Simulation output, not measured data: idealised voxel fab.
process module | voxel fin reveal
cross-section cut | 285 nm wide | cells 5 nm
A cross-section is a grid of square cells, given in bands from the top down. A band is one or more rows of cells.
Each band's line starts with the height of the band's top and of its bottom, in nm. Then come its materials from left to right, each with its width in nm. One material with "throughout" fills the band from edge to edge. "air" is empty space.
Height 0 is the level under which the wafer as received is all one material. The lowest band goes on downwards, as in "0 down".
A width such as "30 to 40" changes by the same amount from each row of cells to the next, from the band's top row to its bottom row.
"no change" after a step means that no cell of the cross-section changed.
closed voids: empty space of 8 cells or more with no open way to the top, each as width x height at its distance from the left edge, in nm
after a step's settings: what the simulator itself notes on the step
overlay nm, on a step with a mask: how far to the right of its planned place the mask lay; to the left if negative
plan
1 op RECEIVE | material Si
2 op CONFORMAL_DEP | material SiN | thk nm 10
3 op MASKED_ETCH | tone cover | mask id FINS | width nm 15 | pitch nm 35 | etch materials SiN | depth nm 10 | overlay nm 0
4 op MASKED_ETCH | tone cover | mask id FINS | width nm 15 | pitch nm 35 | etch materials Si | depth nm 30 | overlay nm 0
5 op OXIDIZE | depth nm 5
6 op FILL_DEP | material SiO2 | thk nm 15
7 op CMP | height nm 10
8 op SELECTIVE_ETCH | etch materials SiO2 | depth nm 30
9 op STRIP | etch materials SiN
as received, after step 1
  0 down: Si throughout
  closed voids: none
a wafer at the end: this start, this plan, one mistake
  0 to -5: air 120 | Si 5 | air 30 | Si 5 | air 125
  -5 to -20: air 120 | Si 15 | air 20 | Si 15 | air 115
  -20 to -35: SiO2 120 | Si 15 | SiO2 20 | Si 15 | SiO2 115
  -35 down: Si throughout
  closed voids: none
what went wrong: step 4 ran as: op MASKED_ETCH | tone cover | mask id FINS | width nm 15 | pitch nm 35 | etch materials Si | depth nm 30 | overlay nm 10
